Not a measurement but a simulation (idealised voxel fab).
process module | voxel trench capacitor
cross-section cut | 255 nm wide | cells 5 nm
A cross-section is a grid of square cells, given in bands from the top down. A band is one or more rows of cells.
Each band's line starts with the height of the band's top and of its bottom, in nm. Then come its materials from left to right, each with its width in nm. One material with "throughout" fills the band from edge to edge. "air" is empty space.
Height 0 is the level under which the wafer as received is all one material. The lowest band goes on downwards, as in "0 down".
A width such as "30 to 40" changes by the same amount from each row of cells to the next, from the band's top row to its bottom row.
"no change" after a step means that no cell of the cross-section changed.
closed voids: empty space of 8 cells or more with no open way to the top, each as width x height at its distance from the left edge, in nm
after a step's settings: what the simulator itself notes on the step
overlay nm, on a step with a mask: how far to the right of its planned place the mask lay; to the left if negative
plan
1 op RECEIVE | material Si
2 op CONFORMAL_DEP | material SiN | thk nm 10
3 op DIRECTIONAL_DEP | material aC | thk nm 10
4 op PATTERN | tone open | mask id TRENCH | material resist | width nm 30 | pitch nm 55 | thk nm 25 | overlay nm 0
5 op DIRECTIONAL_ETCH | etch materials aC | depth nm 10
6 op STRIP | etch materials resist
7 op DIRECTIONAL_ETCH | etch materials SiN | depth nm 10
8 op DIRECTIONAL_ETCH | etch materials Si | depth nm 40
9 op STRIP | etch materials aC
10 op CONFORMAL_DEP | material Al2O3 | thk nm 5
11 op CONFORMAL_DEP | material TiN | thk nm 5
12 op FILL_DEP | material W | thk nm 5
13 op CMP | height nm 10
first wafer, as planned
as received, after step 1
  0 down: Si throughout
  closed voids: none
after step 2
  10 to 0: SiN throughout
  below 0: unchanged
after step 3
  20 to 10: aC throughout
  below 10: unchanged
after step 4
  45 to 20: resist 85 | air 30 | resist 25 | air 30 | resist 85
  below 20: unchanged
after step 5
  35 to 20: resist 85 | air 30 | resist 25 | air 30 | resist 85
  20 to 10: aC 85 | air 30 | aC 25 | air 30 | aC 85
  below 10: unchanged
after step 6
  20 to 10: aC 85 | air 30 | aC 25 | air 30 | aC 85
  below 10: unchanged
after step 7
  20 to 10: aC 85 | air 30 | aC 25 | air 30 | aC 85
  10 to 0: SiN 85 | air 30 | SiN 25 | air 30 | SiN 85
  below 0: unchanged
after step 8
  20 to 10: aC 85 | air 30 | aC 25 | air 30 | aC 85
  10 to 0: SiN 85 | air 30 | SiN 25 | air 30 | SiN 85
  0 to -40: Si 85 | air 30 | Si 25 | air 30 | Si 85
  below -40: unchanged
after step 9
  10 to 0: SiN 85 | air 30 | SiN 25 | air 30 | SiN 85
  below 0: unchanged
after step 10
  15 to 10: Al2O3 90 | air 20 | Al2O3 35 | air 20 | Al2O3 90
  10 to 0: SiN 85 | Al2O3 5 | air 20 | Al2O3 5 | SiN 25 | Al2O3 5 | air 20 | Al2O3 5 | SiN 85
  0 to -35: Si 85 | Al2O3 5 | air 20 | Al2O3 5 | Si 25 | Al2O3 5 | air 20 | Al2O3 5 | Si 85
  -35 to -40: Si 85 | Al2O3 30 | Si 25 | Al2O3 30 | Si 85
  below -40: unchanged
after step 11
  20 to 15: TiN 95 | air 10 | TiN 45 | air 10 | TiN 95
  15 to 10: Al2O3 90 | TiN 5 | air 10 | TiN 5 | Al2O3 35 | TiN 5 | air 10 | TiN 5 | Al2O3 90
  10 to 0: SiN 85 | Al2O3 5 | TiN 5 | air 10 | TiN 5 | Al2O3 5 | SiN 25 | Al2O3 5 | TiN 5 | air 10 | TiN 5 | Al2O3 5 | SiN 85
  0 to -30: Si 85 | Al2O3 5 | TiN 5 | air 10 | TiN 5 | Al2O3 5 | Si 25 | Al2O3 5 | TiN 5 | air 10 | TiN 5 | Al2O3 5 | Si 85
  -30 to -35: Si 85 | Al2O3 5 | TiN 20 | Al2O3 5 | Si 25 | Al2O3 5 | TiN 20 | Al2O3 5 | Si 85
  below -35: unchanged
after step 12
  25 to 20: W throughout
  20 to 15: TiN 95 | W 10 | TiN 45 | W 10 | TiN 95
  15 to 10: Al2O3 90 | TiN 5 | W 10 | TiN 5 | Al2O3 35 | TiN 5 | W 10 | TiN 5 | Al2O3 90
  10 to 0: SiN 85 | Al2O3 5 | TiN 5 | W 10 | TiN 5 | Al2O3 5 | SiN 25 | Al2O3 5 | TiN 5 | W 10 | TiN 5 | Al2O3 5 | SiN 85
  0 to -30: Si 85 | Al2O3 5 | TiN 5 | W 10 | TiN 5 | Al2O3 5 | Si 25 | Al2O3 5 | TiN 5 | W 10 | TiN 5 | Al2O3 5 | Si 85
  below -30: unchanged
after step 13
  10 to 0: SiN 85 | Al2O3 5 | TiN 5 | W 10 | TiN 5 | Al2O3 5 | SiN 25 | Al2O3 5 | TiN 5 | W 10 | TiN 5 | Al2O3 5 | SiN 85
  below 0: unchanged
second wafer: like start, like plan, one mistake. Through step 1 it matches the first wafer
when step 2 should have ended
  5 to 0: SiN throughout
  below 0: unchanged
when step 3 should have ended
  15 to 5: aC throughout
  below 5: unchanged
when step 4 should have ended
  40 to 15: resist 85 | air 30 | resist 25 | air 30 | resist 85
  below 15: unchanged
when step 5 should have ended
  30 to 15: resist 85 | air 30 | resist 25 | air 30 | resist 85
  15 to 5: aC 85 | air 30 | aC 25 | air 30 | aC 85
  below 5: unchanged
when step 6 should have ended
  15 to 5: aC 85 | air 30 | aC 25 | air 30 | aC 85
  below 5: unchanged
when step 7 should have ended
  15 to 5: aC 85 | air 30 | aC 25 | air 30 | aC 85
  5 to 0: SiN 85 | air 30 | SiN 25 | air 30 | SiN 85
  below 0: unchanged
when step 8 should have ended
  15 to 5: aC 85 | air 30 | aC 25 | air 30 | aC 85
  5 to 0: SiN 85 | air 30 | SiN 25 | air 30 | SiN 85
  0 to -40: Si 85 | air 30 | Si 25 | air 30 | Si 85
  below -40: unchanged
when step 9 should have ended
  5 to 0: SiN 85 | air 30 | SiN 25 | air 30 | SiN 85
  below 0: unchanged
when step 10 should have ended
  10 to 5: Al2O3 90 | air 20 | Al2O3 35 | air 20 | Al2O3 90
  5 to 0: SiN 85 | Al2O3 5 | air 20 | Al2O3 5 | SiN 25 | Al2O3 5 | air 20 | Al2O3 5 | SiN 85
  0 to -35: Si 85 | Al2O3 5 | air 20 | Al2O3 5 | Si 25 | Al2O3 5 | air 20 | Al2O3 5 | Si 85
  -35 to -40: Si 85 | Al2O3 30 | Si 25 | Al2O3 30 | Si 85
  below -40: unchanged
when step 11 should have ended
  15 to 10: TiN 95 | air 10 | TiN 45 | air 10 | TiN 95
  10 to 5: Al2O3 90 | TiN 5 | air 10 | TiN 5 | Al2O3 35 | TiN 5 | air 10 | TiN 5 | Al2O3 90
  5 to 0: SiN 85 | Al2O3 5 | TiN 5 | air 10 | TiN 5 | Al2O3 5 | SiN 25 | Al2O3 5 | TiN 5 | air 10 | TiN 5 | Al2O3 5 | SiN 85
  0 to -30: Si 85 | Al2O3 5 | TiN 5 | air 10 | TiN 5 | Al2O3 5 | Si 25 | Al2O3 5 | TiN 5 | air 10 | TiN 5 | Al2O3 5 | Si 85
  -30 to -35: Si 85 | Al2O3 5 | TiN 20 | Al2O3 5 | Si 25 | Al2O3 5 | TiN 20 | Al2O3 5 | Si 85
  below -35: unchanged
when step 12 should have ended
  20 to 15: W throughout
  15 to 10: TiN 95 | W 10 | TiN 45 | W 10 | TiN 95
  10 to 5: Al2O3 90 | TiN 5 | W 10 | TiN 5 | Al2O3 35 | TiN 5 | W 10 | TiN 5 | Al2O3 90
  5 to 0: SiN 85 | Al2O3 5 | TiN 5 | W 10 | TiN 5 | Al2O3 5 | SiN 25 | Al2O3 5 | TiN 5 | W 10 | TiN 5 | Al2O3 5 | SiN 85
  0 to -30: Si 85 | Al2O3 5 | TiN 5 | W 10 | TiN 5 | Al2O3 5 | Si 25 | Al2O3 5 | TiN 5 | W 10 | TiN 5 | Al2O3 5 | Si 85
  below -30: unchanged
when step 13 should have ended
  10 to 5: Al2O3 90 | TiN 5 | W 10 | TiN 5 | Al2O3 35 | TiN 5 | W 10 | TiN 5 | Al2O3 90
  below 5: unchanged
what went wrong: step 2 ran as: op CONFORMAL_DEP | material SiN | thk nm 5
at the end the second wafer has, in cells: 39 more of Al2O3 | 39 fewer of SiN
